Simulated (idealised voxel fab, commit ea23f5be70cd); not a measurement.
Presented below is a process module, voxel released beams.
235 nm wide, 5 nm square cells: that's cross-section cut.
Throughout this document, each cross-section is represented as a grid of square cells and is presented as a sequence of bands enumerated from the top downward, where a band comprises one or more rows of cells. Look at the band entry: it leads with the top's height and the bottom's height in nm. Then it lists the materials left to right, with a width in nm for each. The word "full width" on a single material says that material fills the band edge to edge. The word "blank" is empty space. For the purposes of this specification, 0 denotes the height below which the wafer in its as-received condition is composed wholly of one material, and the lowermost band, lacking a lower limit, extends downward without end, as expressed in "0 down". Graded width ("30 to 40"): value in top row of band = first number; value in bottom row = second number; row-to-row change constant. "all unchanged" after a step means that no cell of the cross-section changed. Any empty space of 8 cells or more lacking an open way to the top shows up in "Enclosed void inventory" as width x height at distance, distance from the left edge, in nm. On a step's line, text after the settings is the simulator commenting on that step. Among the settings permitted on a step's line is "overlay nm"; applied to a step with a mask, it specifies the extent to which the mask lay to the right of its planned position, whereas a negative figure signifies a position to the left.
### Process steps foreseen in the plan
1 RECEIVE with material Si
2 CONFORMAL_DEP with material Al2O3, thk nm 5
3 DIRECTIONAL_DEP with material SiO2, thk nm 20
4 MASKED_ETCH with tone open, mask id ANCHOR, width nm 30, etch materials SiO2, depth nm 20, overlay nm 0
5 CONFORMAL_DEP with material W, thk nm 10
6 MASKED_ETCH with tone cover, mask id BEAM, width nm 100, etch materials W, depth nm 10, overlay nm 0
7 STRIP with etch materials SiO2
### First of the two wafers, run per plan
### Shown in cross-section is the wafer as received, that is, as it stands after step 1
	0 down  Si full width
	Enclosed void inventory: none
### So this is the wafer cross-section right after step 2
	5 to 0  Al2O3 full width
	Below 0 it's all the same as before, nothing changed down there.
### So this is the wafer cross-section right after step 3
	25 to 5  SiO2 full width
	Below 5 it's all the same as before, nothing changed down there.
### So this is the wafer cross-section right after step 4
	25 to 5  70 of SiO2 | 30 of blank | 135 of SiO2
	Below 5 it's all the same as before, nothing changed down there.
### So this is the wafer cross-section right after step 5
	35 to 25  80 of W | 10 of blank | 145 of W
	25 to 15  70 of SiO2 | 10 of W | 10 of blank | 10 of W | 135 of SiO2
	15 to 5  70 of SiO2 | 30 of W | 135 of SiO2
	Below 5 it's all the same as before, nothing changed down there.
### So this is the wafer cross-section right after step 6
	35 to 25  65 of blank | 15 of W | 10 of blank | 75 of W | 70 of blank
	Below 25 it's all the same as before, nothing changed down there.
### So this is the wafer cross-section right after step 7
	35 to 25  65 of blank | 15 of W | 10 of blank | 75 of W | 70 of blank
	25 to 15  70 of blank | 10 of W | 10 of blank | 10 of W | 135 of blank
	15 to 5  70 of blank | 30 of W | 135 of blank
	Below 5 it's all the same as before, nothing changed down there.
### Regarding the second of the two wafers: it shared the first wafer's starting condition and process plan, yet one error occurred during its execution. Its history coincides with that of the first wafer up to and including step 4
### Cross-section of the second wafer at the time step 5 of the plan should have ended
	30 to 25  75 of W | 20 of blank | 140 of W
	25 to 10  70 of SiO2 | 5 of W | 20 of blank | 5 of W | 135 of SiO2
	10 to 5  70 of SiO2 | 30 of W | 135 of SiO2
	Below 5 it's all the same as before, nothing changed down there.
### Cross-section of the second wafer at the time step 6 of the plan should have ended
	30 to 25  65 of blank | 10 of W | 20 of blank | 70 of W | 70 of blank
	Below 25 it's all the same as before, nothing changed down there.
### Cross-section of the second wafer at the time step 7 of the plan should have ended
	30 to 25  65 of blank | 10 of W | 20 of blank | 70 of W | 70 of blank
	25 to 10  70 of blank | 5 of W | 20 of blank | 5 of W | 135 of blank
	10 to 5  70 of blank | 30 of W | 135 of blank
	Below 5 it's all the same as before, nothing changed down there.
What was done differently from what was planned? step 5 deviated from plan and actually ran as CONFORMAL_DEP with material W, thk nm 5
At the finish, the second wafer shows more or fewer cells for some materials than the first does: 28 fewer of W
